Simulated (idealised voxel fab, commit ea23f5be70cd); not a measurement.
The process module presented herein is designated voxel tone inversion.
Pictured: cross-section cut, 260 nm wide, on a grid of 5 nm square cells.
When this document writes out a cross-section, it uses a grid of square cells and lists it as bands, beginning at the top and moving down, with a band standing for one or more rows of cells. Per band: top height and bottom height in nm, followed by the left-to-right materials and their widths in nm; "everywhere" marks a single material spanning edge to edge, "blank" marks empty space. A quick word on heights: they are counted from 0, and under that level the wafer as it came to us is one material throughout. The lowest band is different from the rest in having no bottom; it simply continues downward, written as in "top 0, no bottom". Per-row width for "30->40": begins at first number (top row of band), ends at second number (bottom row), increment between rows held constant. Step note "no modification" = no cross-section cell changed. Entry "Internal closed voids" = empty spaces >= 8 cells with no open way to the top; each as width x height at distance, distance from left edge, all nm. The remark found on a step's line after its settings is issued by the simulator itself and pertains to that step. overlay nm: step with mask; distance mask lay right of planned place; negative value = left of planned place.
These are the steps we planned for the process
1,RECEIVE with material Si
2,CONFORMAL_DEP with material SiCN, thk nm 10
3,DIRECTIONAL_DEP with material polySi, thk nm 25
4,PATTERN with tone cover, mask id POSTS, material resist, width nm 20, pitch nm 45, thk nm 30, overlay nm 0
5,DIRECTIONAL_ETCH with etch materials polySi, depth nm 25
6,STRIP with etch materials resist
7,FILL_DEP with material lowk, thk nm 10
8,CMP with height nm 35
9,STRIP with etch materials polySi
Concerning the first of two wafers, which was run in accordance with the plan
Wafer as received: cross-section following step 1
- top 0, no bottom | Si everywhere
- Internal closed voids: none
State of the wafer after step 2, shown in cross-section
- top 10, bottom 0 | SiCN everywhere
- No changes below 0.
State of the wafer after step 3, shown in cross-section
- top 35, bottom 10 | polySi everywhere
- No changes below 10.
State of the wafer after step 4, shown in cross-section
- top 65, bottom 35 | 50 nm blank / 20 nm resist / 25 nm blank / 20 nm resist / 25 nm blank / 20 nm resist / 25 nm blank / 20 nm resist / 55 nm blank
- No changes below 35.
State of the wafer after step 5, shown in cross-section
- top 65, bottom 35 | 50 nm blank / 20 nm resist / 25 nm blank / 20 nm resist / 25 nm blank / 20 nm resist / 25 nm blank / 20 nm resist / 55 nm blank
- top 35, bottom 10 | 50 nm blank / 20 nm polySi / 25 nm blank / 20 nm polySi / 25 nm blank / 20 nm polySi / 25 nm blank / 20 nm polySi / 55 nm blank
- No changes below 10.
State of the wafer after step 6, shown in cross-section
- top 35, bottom 10 | 50 nm blank / 20 nm polySi / 25 nm blank / 20 nm polySi / 25 nm blank / 20 nm polySi / 25 nm blank / 20 nm polySi / 55 nm blank
- No changes below 10.
State of the wafer after step 7, shown in cross-section
- top 45, bottom 35 | lowk everywhere
- top 35, bottom 10 | 50 nm lowk / 20 nm polySi / 25 nm lowk / 20 nm polySi / 25 nm lowk / 20 nm polySi / 25 nm lowk / 20 nm polySi / 55 nm lowk
- No changes below 10.
State of the wafer after step 8, shown in cross-section
- top 35, bottom 10 | 50 nm lowk / 20 nm polySi / 25 nm lowk / 20 nm polySi / 25 nm lowk / 20 nm polySi / 25 nm lowk / 20 nm polySi / 55 nm lowk
- No changes below 10.
State of the wafer after step 9, shown in cross-section
- top 35, bottom 10 | 50 nm lowk / 20 nm blank / 25 nm lowk / 20 nm blank / 25 nm lowk / 20 nm blank / 25 nm lowk / 20 nm blank / 55 nm lowk
- No changes below 10.
The second wafer: identical to the first at the outset and in its planned sequence, differing only in that one mistake was made during processing; up to and including step 1, its path is the first wafer's path
Second wafer, cut view, end of step 2 per plan
- top 25, bottom 0 | polySi everywhere
- No changes below 0.
Second wafer, cut view, end of step 3 per plan
- top 35, bottom 25 | SiCN everywhere
- No changes below 25.
Second wafer, cut view, end of step 4 per plan
- top 65, bottom 35 | 50 nm blank / 20 nm resist / 25 nm blank / 20 nm resist / 25 nm blank / 20 nm resist / 25 nm blank / 20 nm resist / 55 nm blank
- No changes below 35.
Second wafer, cut view, end of step 5 per plan: no modification
Second wafer, cut view, end of step 6 per plan
- top 35, bottom 25 | SiCN everywhere
- No changes below 25.
Second wafer, cut view, end of step 7 per plan
- top 45, bottom 35 | lowk everywhere
- No changes below 35.
Second wafer, cut view, end of step 8 per plan
- top 35, bottom 25 | SiCN everywhere
- No changes below 25.
Second wafer, cut view, end of step 9 per plan: no modification
So what did we get wrong on this run? so 2 and 3 got swapped relative to the plan, each ran where the other was supposed to
Cell-count delta at end, second wafer over first, by material: -180 lowk, +260 polySi
